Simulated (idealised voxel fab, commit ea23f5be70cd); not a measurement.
Documented hereafter: the process module known as voxel ribs on slabs.
Each square cell in cross-section cut measures 5 nm, and the section as a whole is 290 nm wide.
A cross-section is a grid of square cells, given in bands from the top down. A band is one or more rows of cells.
In this notation a band is specified by the heights of its top and bottom, in that order and in nm, after which its materials appear from left to right, each paired with its width in nm. The word "full width" attached to a single material means that material fills the band from edge to edge; the word "air" stands for empty space.
Basically, 0 is our baseline, since under it the wafer straight out of the box is all one material. The bottom band has no lower end and keeps on going down, so it looks like "0 down".
The notation "30 to 40" denotes a width that varies across the rows of cells in the band, beginning at the first number in the top row, finishing at the second number in the bottom row, and changing by an identical amount from each row to the next.
A step reported as "no alterations made" is a step in which no cell of the cross-section changed.
Listed in "Voids lacking openings": every empty space of 8 or more cells without an open way to the top. Form: width x height at distance, the distance being from the left edge, all in nm.
Note: text after step settings on the step line = simulator remark on that step.
overlay nm, on a step with a mask: how far to the right of its planned place the mask lay; to the left if negative
Intended process steps
step 1: op RECEIVE | material Si
step 2: op DIRECTIONAL_DEP | material SiO2 | thk nm 20
step 3: op DIRECTIONAL_DEP | material polySi | thk nm 15
step 4: op MASKED_ETCH | tone cover | mask id RIB | width nm 25 | etch materials polySi | depth nm 5 | overlay nm 0
step 5: op DIRECTIONAL_DEP | material aC | thk nm 10
step 6: op PATTERN | tone cover | mask id SLAB | material resist | width nm 75 | thk nm 25 | overlay nm 0
step 7: op DIRECTIONAL_ETCH | etch materials aC | depth nm 10
step 8: op STRIP | etch materials resist
step 9: op DIRECTIONAL_ETCH | etch materials polySi | depth nm 10
step 10: op STRIP | etch materials aC
step 11: op FILL_DEP | material SiO2 | thk nm 20
step 12: op CMP | height nm 45
step 13: op DIRECTIONAL_DEP | material TiN | thk nm 5
step 14: op DIRECTIONAL_DEP | material aC | thk nm 15
step 15: op PATTERN | tone cover | mask id HEATER | material resist | width nm 35 | thk nm 35 | overlay nm 0
step 16: op DIRECTIONAL_ETCH | etch materials aC | depth nm 15
step 17: op STRIP | etch materials resist
step 18: op DIRECTIONAL_ETCH | etch materials TiN | depth nm 5
step 19: op STRIP | etch materials aC
step 20: op CONFORMAL_DEP | material SiO2 | thk nm 5
Delivered wafer in cross-section: state after step 1
> 0 down: Si full width
> Voids lacking openings: none
End-of-module cross-section of the first of two wafers, processed as planned
> 55 to 50: 120 of air, then 45 of SiO2, then 125 of air
> 50 to 45: 125 of SiO2, then 35 of TiN, then 130 of SiO2
> 45 to 35: SiO2 full width
> 35 to 30: 130 of SiO2, then 25 of polySi, then 135 of SiO2
> 30 to 20: 105 of SiO2, then 75 of polySi, then 110 of SiO2
> 20 to 0: SiO2 full width
> 0 down: Si full width
> Voids lacking openings: none
second wafer at the end: like start, like plan, one mistake
> 55 to 50: 120 of air, then 45 of SiO2, then 125 of air
> 50 to 45: 125 of SiO2, then 35 of TiN, then 130 of SiO2
> 45 to 40: 130 of SiO2, then 25 of polySi, then 135 of SiO2
> 40 to 30: 105 of SiO2, then 75 of polySi, then 110 of SiO2
> 30 to 0: SiO2 full width
> 0 down: Si full width
> Voids lacking openings: none
In executing the process, a mistake was made relative to the plan: step 2 was processed under conditions differing from the plan, specifically as op DIRECTIONAL_DEP | material SiO2 | thk nm 30
Both wafers, final: cells per material equal; arrangement not.
